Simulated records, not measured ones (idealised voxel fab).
process module | voxel capacitor over wiring
cross-section cut | 225 nm wide | cells 5 nm
A cross-section is a grid of square cells, given in bands from the top down. A band is one or more rows of cells.
Each band's line starts with the height of the band's top and of its bottom, in nm. Then come its materials from left to right, each with its width in nm. One material with "throughout" fills the band from edge to edge. "air" is empty space.
Height 0 is the level under which the wafer as received is all one material. The lowest band goes on downwards, as in "0 down".
A width such as "30 to 40" changes by the same amount from each row of cells to the next, from the band's top row to its bottom row.
"no change" after a step means that no cell of the cross-section changed.
closed voids: empty space of 8 cells or more with no open way to the top, each as width x height at its distance from the left edge, in nm
after a step's settings: what the simulator itself notes on the step
overlay nm, on a step with a mask: how far to the right of its planned place the mask lay; to the left if negative
plan
1 op RECEIVE | material Si
2 op CONFORMAL_DEP | material SiO2 | thk nm 10
3 op CONFORMAL_DEP | material SiN | thk nm 5
4 op DIRECTIONAL_DEP | material lowk | thk nm 25
5 op DIRECTIONAL_DEP | material aC | thk nm 15
6 op PATTERN | tone open | mask id METAL_1 | material resist | width nm 25 | pitch nm 80 | thk nm 30 | overlay nm 0
7 op DIRECTIONAL_ETCH | etch materials aC | depth nm 15
8 op STRIP | etch materials resist
9 op DIRECTIONAL_ETCH | etch materials lowk | depth nm 25
10 op DIRECTIONAL_ETCH | etch materials SiN | depth nm 5
11 op STRIP | etch materials aC
12 op CONFORMAL_DEP | material TiN | thk nm 5
13 op FILL_DEP | material Ru | thk nm 5
14 op CMP | height nm 40
15 op EPI | material Ru | thk nm 5
16 op FILL_DEP | material SiCN | thk nm 5
17 op DIRECTIONAL_DEP | material lowk | thk nm 20
18 op DIRECTIONAL_DEP | material aC | thk nm 10
19 op PATTERN | tone open | mask id PLUG_1 | material resist | width nm 15 | thk nm 25 | overlay nm 0
20 op DIRECTIONAL_ETCH | etch materials aC | depth nm 10
21 op STRIP | etch materials resist
22 op DIRECTIONAL_ETCH | etch materials lowk | depth nm 20
23 op DIRECTIONAL_ETCH | etch materials SiCN | depth nm 5
24 op STRIP | etch materials aC
25 op EPI | material Ru | thk nm 10
26 op EPI | material Ru | thk nm 10
27 op EPI | material Ru | thk nm 5
28 op DIRECTIONAL_DEP | material TiN | thk nm 10
29 op DIRECTIONAL_DEP | material HfO2 | thk nm 5
30 op DIRECTIONAL_DEP | material TiN | thk nm 10
31 op MASKED_ETCH | tone cover | mask id UPPER_PLATE | width nm 60 | etch materials TiN | depth nm 10 | overlay nm 0
32 op MASKED_ETCH | tone cover | mask id UPPER_PLATE | width nm 60 | etch materials HfO2 | depth nm 5 | overlay nm 0
33 op MASKED_ETCH | tone cover | mask id LOWER_PLATE | width nm 70 | etch materials TiN | depth nm 10 | overlay nm 0
34 op FILL_DEP | material SiO2 | thk nm 15
35 op CMP | height nm 105
36 op MASKED_ETCH | tone open | mask id PLUG_2 | width nm 15 | etch materials SiO2 | depth nm 10 | overlay nm 0
37 op CONFORMAL_DEP | material TiN | thk nm 5
38 op FILL_DEP | material W | thk nm 10
39 op CMP | height nm 105
40 op CONFORMAL_DEP | material SiCN | thk nm 5
first wafer, as planned
as received, after step 1
  0 down: Si throughout
  closed voids: none
after step 2
  10 to 0: SiO2 throughout
  below 0: unchanged
after step 3
  15 to 10: SiN throughout
  below 10: unchanged
after step 4
  40 to 15: lowk throughout
  below 15: unchanged
after step 5
  55 to 40: aC throughout
  below 40: unchanged
after step 6
  85 to 55: resist 60 | air 25 | resist 55 | air 25 | resist 60
  below 55: unchanged
after step 7
  70 to 55: resist 60 | air 25 | resist 55 | air 25 | resist 60
  55 to 40: aC 60 | air 25 | aC 55 | air 25 | aC 60
  below 40: unchanged
after step 8
  55 to 40: aC 60 | air 25 | aC 55 | air 25 | aC 60
  below 40: unchanged
after step 9
  55 to 40: aC 60 | air 25 | aC 55 | air 25 | aC 60
  40 to 15: lowk 60 | air 25 | lowk 55 | air 25 | lowk 60
  below 15: unchanged
after step 10
  55 to 40: aC 60 | air 25 | aC 55 | air 25 | aC 60
  40 to 15: lowk 60 | air 25 | lowk 55 | air 25 | lowk 60
  15 to 10: SiN 60 | air 25 | SiN 55 | air 25 | SiN 60
  below 10: unchanged
after step 11
  40 to 15: lowk 60 | air 25 | lowk 55 | air 25 | lowk 60
  below 15: unchanged
after step 12
  45 to 40: TiN 65 | air 15 | TiN 65 | air 15 | TiN 65
  40 to 15: lowk 60 | TiN 5 | air 15 | TiN 5 | lowk 55 | TiN 5 | air 15 | TiN 5 | lowk 60
  15 to 10: SiN 60 | TiN 25 | SiN 55 | TiN 25 | SiN 60
  below 10: unchanged
after step 13
  50 to 45: Ru throughout
  45 to 40: TiN 65 | Ru 15 | TiN 65 | Ru 15 | TiN 65
  40 to 15: lowk 60 | TiN 5 | Ru 15 | TiN 5 | lowk 55 | TiN 5 | Ru 15 | TiN 5 | lowk 60
  below 15: unchanged
after step 14
  40 to 15: lowk 60 | TiN 5 | Ru 15 | TiN 5 | lowk 55 | TiN 5 | Ru 15 | TiN 5 | lowk 60
  below 15: unchanged
after step 15
  45 to 40: air 55 | Ru 35 | air 45 | Ru 35 | air 55
  below 40: unchanged
after step 16
  50 to 45: SiCN throughout
  45 to 40: SiCN 55 | Ru 35 | SiCN 45 | Ru 35 | SiCN 55
  below 40: unchanged
after step 17
  70 to 50: lowk throughout
  below 50: unchanged
after step 18
  80 to 70: aC throughout
  below 70: unchanged
after step 19
  105 to 80: resist 70 | air 15 | resist 140
  below 80: unchanged
after step 20
  95 to 80: resist 70 | air 15 | resist 140
  80 to 70: aC 70 | air 15 | aC 140
  below 70: unchanged
after step 21
  80 to 70: aC 70 | air 15 | aC 140
  below 70: unchanged
after step 22
  80 to 70: aC 70 | air 15 | aC 140
  70 to 50: lowk 70 | air 15 | lowk 140
  below 50: unchanged
after step 23
  80 to 70: aC 70 | air 15 | aC 140
  70 to 50: lowk 70 | air 15 | lowk 140
  50 to 45: SiCN 70 | air 15 | SiCN 140
  below 45: unchanged
after step 24
  70 to 50: lowk 70 | air 15 | lowk 140
  below 50: unchanged
after step 25
  70 to 55: lowk 70 | air 15 | lowk 140
  55 to 50: lowk 70 | Ru 15 | lowk 140
  50 to 45: SiCN 70 | Ru 15 | SiCN 140
  below 45: unchanged
after step 26
  70 to 65: lowk 70 | air 15 | lowk 140
  65 to 50: lowk 70 | Ru 15 | lowk 140
  below 50: unchanged
after step 27
  70 to 50: lowk 70 | Ru 15 | lowk 140
  below 50: unchanged
after step 28
  80 to 70: TiN throughout
  below 70: unchanged
after step 29
  85 to 80: HfO2 throughout
  below 80: unchanged
after step 30
  95 to 85: TiN throughout
  below 85: unchanged
after step 31
  95 to 85: air 70 | TiN 60 | air 95
  below 85: unchanged
after step 32
  95 to 85: air 70 | TiN 60 | air 95
  85 to 80: air 70 | HfO2 60 | air 95
  below 80: unchanged
after step 33
  95 to 85: air 70 | TiN 60 | air 95
  85 to 80: air 70 | HfO2 60 | air 95
  80 to 70: air 65 | TiN 70 | air 90
  below 70: unchanged
after step 34
  110 to 95: SiO2 throughout
  95 to 85: SiO2 70 | TiN 60 | SiO2 95
  85 to 80: SiO2 70 | HfO2 60 | SiO2 95
  80 to 70: SiO2 65 | TiN 70 | SiO2 90
  below 70: unchanged
after step 35
  105 to 95: SiO2 throughout
  below 95: unchanged
after step 36
  105 to 95: SiO2 80 | air 15 | SiO2 130
  below 95: unchanged
after step 37
  110 to 105: TiN 85 | air 5 | TiN 135
  105 to 100: SiO2 80 | TiN 5 | air 5 | TiN 5 | SiO2 130
  100 to 95: SiO2 80 | TiN 15 | SiO2 130
  below 95: unchanged
after step 38
  120 to 110: W throughout
  110 to 105: TiN 85 | W 5 | TiN 135
  105 to 100: SiO2 80 | TiN 5 | W 5 | TiN 5 | SiO2 130
  below 100: unchanged
after step 39
  105 to 100: SiO2 80 | TiN 5 | W 5 | TiN 5 | SiO2 130
  below 100: unchanged
after step 40
  110 to 105: SiCN throughout
  below 105: unchanged
second wafer: like start, like plan, one mistake. Through step 15 it matches the first wafer
when step 16 should have ended
  65 to 60: air 55 | lowk 35 | air 45 | lowk 35 | air 55
  60 to 45: lowk throughout
  45 to 40: lowk 55 | Ru 35 | lowk 45 | Ru 35 | lowk 55
  below 40: unchanged
when step 17 should have ended
  70 to 65: SiCN throughout
  65 to 60: SiCN 55 | lowk 35 | SiCN 45 | lowk 35 | SiCN 55
  below 60: unchanged
when step 18 should have ended
  80 to 70: aC throughout
  below 70: unchanged
when step 19 should have ended
  105 to 80: resist 70 | air 15 | resist 140
  below 80: unchanged
when step 20 should have ended
  95 to 80: resist 70 | air 15 | resist 140
  80 to 70: aC 70 | air 15 | aC 140
  below 70: unchanged
when step 21 should have ended
  80 to 70: aC 70 | air 15 | aC 140
  below 70: unchanged
when step 22 should have ended: no change
when step 23 should have ended
  80 to 70: aC 70 | air 15 | aC 140
  70 to 65: SiCN 70 | air 15 | SiCN 140
  below 65: unchanged
when step 24 should have ended
  70 to 65: SiCN 70 | air 15 | SiCN 140
  below 65: unchanged
when step 25 should have ended: no change
when step 26 should have ended: no change
when step 27 should have ended: no change
when step 28 should have ended
  80 to 75: TiN 70 | air 15 | TiN 140
  75 to 70: TiN throughout
  70 to 65: SiCN 70 | TiN 15 | SiCN 140
  below 65: unchanged
when step 29 should have ended
  85 to 80: HfO2 70 | air 15 | HfO2 140
  80 to 75: TiN 70 | HfO2 15 | TiN 140
  below 75: unchanged
when step 30 should have ended
  95 to 90: TiN 70 | air 15 | TiN 140
  90 to 85: TiN throughout
  85 to 80: HfO2 70 | TiN 15 | HfO2 140
  below 80: unchanged
when step 31 should have ended
  95 to 85: air 85 to 70 | TiN 45 to 60 | air 95
  below 85: unchanged
when step 32 should have ended
  95 to 85: air 85 to 70 | TiN 45 to 60 | air 95
  85 to 80: air 70 | TiN 15 | HfO2 45 | air 95
  below 80: unchanged
when step 33 should have ended
  95 to 85: air 85 to 70 | TiN 45 to 60 | air 95
  85 to 80: air 70 | TiN 15 | HfO2 45 | air 95
  80 to 75: air 65 | TiN 5 | HfO2 15 | TiN 50 | air 90
  75 to 70: air 65 | TiN 70 | air 90
  below 70: unchanged
when step 34 should have ended
  110 to 95: SiO2 throughout
  95 to 85: SiO2 85 to 70 | TiN 45 to 60 | SiO2 95
  85 to 80: SiO2 70 | TiN 15 | HfO2 45 | SiO2 95
  80 to 75: SiO2 65 | TiN 5 | HfO2 15 | TiN 50 | SiO2 90
  75 to 70: SiO2 65 | TiN 70 | SiO2 90
  below 70: unchanged
when step 35 should have ended
  105 to 95: SiO2 throughout
  below 95: unchanged
when step 36 should have ended
  105 to 95: SiO2 80 | air 15 | SiO2 130
  below 95: unchanged
when step 37 should have ended
  110 to 105: TiN 85 | air 5 | TiN 135
  105 to 100: SiO2 80 | TiN 5 | air 5 | TiN 5 | SiO2 130
  100 to 90: SiO2 80 to 85 | TiN 15 to 45 | SiO2 130 to 95
  below 90: unchanged
when step 38 should have ended
  120 to 110: W throughout
  110 to 105: TiN 85 | W 5 | TiN 135
  105 to 100: SiO2 80 | TiN 5 | W 5 | TiN 5 | SiO2 130
  below 100: unchanged
when step 39 should have ended
  105 to 100: SiO2 80 | TiN 5 | W 5 | TiN 5 | SiO2 130
  below 100: unchanged
when step 40 should have ended
  110 to 105: SiCN throughout
  below 105: unchanged
what went wrong: steps 16 and 17 were swapped
at the end the second wafer has, in cells: 15 fewer of Ru | 3 more of SiO2 | 12 more of lowk
